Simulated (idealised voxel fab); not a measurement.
Title: Process Module voxel self aligned vias
For reference, the cross-section in this document is cut, with width 190 nm and square cells of 5 nm.
When this document writes out a cross-section, it uses a grid of square cells and lists it as bands, beginning at the top and moving down, with a band standing for one or more rows of cells.
A band entry consists of two parts. The first gives the height of the band's top and the height of its bottom, in nm. The rest lists the band's materials from left to right, each with its width in nm. A single material labelled with the word "all across" fills the band from edge to edge, and the word "air" marks empty space.
A quick word on heights: they are counted from 0, and under that level the wafer as it came to us is one material throughout. The lowest band is different from the rest in having no bottom; it simply continues downward, written as in "0 and below".
Note: "30..40" means the width goes from the first number (top row of the band) to the second number (bottom row) in equal steps per row of cells.
When a step is marked "changes: none", none of the cells in the cross-section changed during that step.
Any empty space of 8 cells or more lacking an open way to the top shows up in "Enclosed empty spaces" as width x height at distance, distance from the left edge, in nm.
What comes after the settings on a step's line is commentary from the simulator itself on that step.
Regarding "overlay nm": on a step with a mask, it is the distance the mask lay to the right of its planned place; a negative value places it to the left.

-- These are the steps we planned for the process
| 1 | RECEIVE | material Si |
| 2 | CONFORMAL_DEP | material SiO2 | thk nm 15 |
| 3 | CONFORMAL_DEP | material SiCN | thk nm 5 |
| 4 | DIRECTIONAL_DEP | material lowk | thk nm 20 |
| 5 | MASKED_ETCH | tone open | mask id LINES | width nm 25 | pitch nm 70 | etch materials lowk | depth nm 20 | overlay nm 0 |
| 6 | CONFORMAL_DEP | material TiN | thk nm 5 |
| 7 | FILL_DEP | material W | thk nm 5 |
| 8 | CMP | height nm 40 |
| 9 | SELECTIVE_ETCH | etch materials W Ru TiN | depth nm 5 |
| 10 | FILL_DEP | material SiN | thk nm 10 |
| 11 | CMP | height nm 40 |
| 12 | DIRECTIONAL_DEP | material lowk | thk nm 15 |
| 13 | DIRECTIONAL_DEP | material aC | thk nm 10 |
| 14 | PATTERN | tone open | mask id VIAS | material resist | width nm 45 | thk nm 25 | overlay nm 0 |
| 15 | DIRECTIONAL_ETCH | etch materials aC | depth nm 10 |
| 16 | STRIP | etch materials resist |
| 17 | DIRECTIONAL_ETCH | etch materials lowk | depth nm 15 |
| 18 | DIRECTIONAL_ETCH | etch materials SiN | depth nm 5 |
| 19 | STRIP | etch materials aC |
| 20 | CONFORMAL_DEP | material TiN | thk nm 5 |
| 21 | FILL_DEP | material Cu | thk nm 10 |
| 22 | CMP | height nm 55 |
| 23 | CONFORMAL_DEP | material SiN | thk nm 5 |

-- as received, after step 1
0 and below | Si all across
Enclosed empty spaces: none

-- Below is the wafer in cross-section after the module was completed. It began from the starting point shown above and followed the plan shown above, except that one mistake was made while running it
60 down to 55 | SiN all across
55 down to 45 | lowk 35 nm / TiN 5 nm / Cu 35 nm / TiN 5 nm / lowk 110 nm
45 down to 40 | lowk 35 nm / TiN 45 nm / lowk 110 nm
40 down to 35 | SiN 35 nm / TiN 10 nm / lowk 25 nm / TiN 10 nm / SiN 35 nm / lowk 25 nm / SiN 50 nm
35 down to 25 | W 40 nm / TiN 5 nm / lowk 25 nm / TiN 5 nm / W 35 nm / TiN 5 nm / lowk 25 nm / TiN 5 nm / W 45 nm
25 down to 20 | TiN 45 nm / lowk 25 nm / TiN 45 nm / lowk 25 nm / TiN 50 nm
20 down to 15 | SiCN all across
15 down to 0 | SiO2 all across
0 and below | Si all across
Enclosed empty spaces: none
What was done differently from what was planned? step 5 was not run as planned; what actually ran was MASKED_ETCH | tone cover | mask id LINES | width nm 25 | pitch nm 70 | etch materials lowk | depth nm 20 | overlay nm 0
